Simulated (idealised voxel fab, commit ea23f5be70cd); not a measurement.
Process module under the name voxel ribs on slabs
The cross-section on display is named cut; it measures 190 nm wide, and its cells are 5 nm squares.
Cross-section format: a grid of square cells, given as bands from top to bottom; each band is one or more rows of cells.
Band entry format. Leading values: height of top, height of bottom, nm. Remainder: materials in left-to-right order, each with its width in nm. Special words: "edge to edge" on a single material, which then fills the band edge to edge; "empty", empty space.
For the purposes of this specification, 0 denotes the height below which the wafer in its as-received condition is composed wholly of one material, and the lowermost band, lacking a lower limit, extends downward without end, as expressed in "z 0 and below".
When a width is written as two numbers, as in "30..40", the first number is the width in the top row of cells of the band and the second is the width in its bottom row, and the width changes by the same amount from each row to the next.
The designation "remains unaltered", where it is given for a processing step, indicates that no cell of the cross-section was altered in the course of that step.
"Closed void inventory" enumerates empty spaces isolated from the top, with no open way to it, that contain at least 8 cells, giving each as width x height at distance from the left edge, all three in nm.
Where a step's line continues beyond its settings, the continuation is a remark by the simulator itself on that step.
Regarding "overlay nm": on a step with a mask, it is the distance the mask lay to the right of its planned place; a negative value places it to the left.

Intended process steps:
1,RECEIVE [material Si]
2,DIRECTIONAL_DEP [material SiO2] [thk nm 20]
3,DIRECTIONAL_DEP [material SiN] [thk nm 20]
4,DIRECTIONAL_DEP [material aC] [thk nm 15]
5,PATTERN [tone cover] [mask id RIB] [material resist] [width nm 20] [thk nm 30] [overlay nm 0]
6,DIRECTIONAL_ETCH [etch materials aC] [depth nm 15]
7,STRIP [etch materials resist]
8,DIRECTIONAL_ETCH [etch materials SiN] [depth nm 10]
9,STRIP [etch materials aC]
10,PATTERN [tone cover] [mask id SLAB] [material resist] [width nm 70] [thk nm 15] [overlay nm 0]
11,DIRECTIONAL_ETCH [etch materials SiN] [depth nm 10]
12,STRIP [etch materials resist]
13,FILL_DEP [material SiO2] [thk nm 30]
14,CMP [height nm 60]
15,DIRECTIONAL_DEP [material W] [thk nm 5]
16,DIRECTIONAL_DEP [material aC] [thk nm 15]
17,PATTERN [tone cover] [mask id HEATER] [material resist] [width nm 30] [thk nm 30] [overlay nm 0]
18,DIRECTIONAL_ETCH [etch materials aC] [depth nm 15]
19,STRIP [etch materials resist]
20,DIRECTIONAL_ETCH [etch materials W] [depth nm 5]
21,STRIP [etch materials aC]
22,CONFORMAL_DEP [material SiN] [thk nm 5]

The cross-section here shows the wafer as received, i.e. in its state after step 1:
    z 0 and below | Si edge to edge
    Closed void inventory: none

The first of the two wafers as seen in cross-section once the module was finished; processing followed the plan:
    z 70 to 65 | 75 of empty / 40 of SiN / 75 of empty
    z 65 to 60 | 80 of SiN / 30 of W / 80 of SiN
    z 60 to 40 | SiO2 edge to edge
    z 40 to 30 | 85 of SiO2 / 20 of SiN / 85 of SiO2
    z 30 to 20 | 60 of SiO2 / 70 of SiN / 60 of SiO2
    z 20 to 0 | SiO2 edge to edge
    z 0 and below | Si edge to edge
    Closed void inventory: none

Wafer two (of two), end-of-module cross-section: start = wafer one, plan = wafer one, one run mistake:
    z 85 to 80 | SiN edge to edge
    z 80 to 65 | SiO2 edge to edge
    z 65 to 60 | W edge to edge
    z 60 to 40 | SiO2 edge to edge
    z 40 to 30 | 85 of SiO2 / 20 of SiN / 85 of SiO2
    z 30 to 20 | 60 of SiO2 / 70 of SiN / 60 of SiO2
    z 20 to 0 | SiO2 edge to edge
    z 0 and below | Si edge to edge
    Closed void inventory: none
In executing the process, a mistake was made relative to the plan: heads up, step 16 didn't go per plan, it actually ran as DIRECTIONAL_DEP [material SiO2] [thk nm 15]
Counted in cells at the end, the second wafer holds more or fewer of these materials than the first: SiN: 2 fewer; SiO2: 114 more; W: 32 more
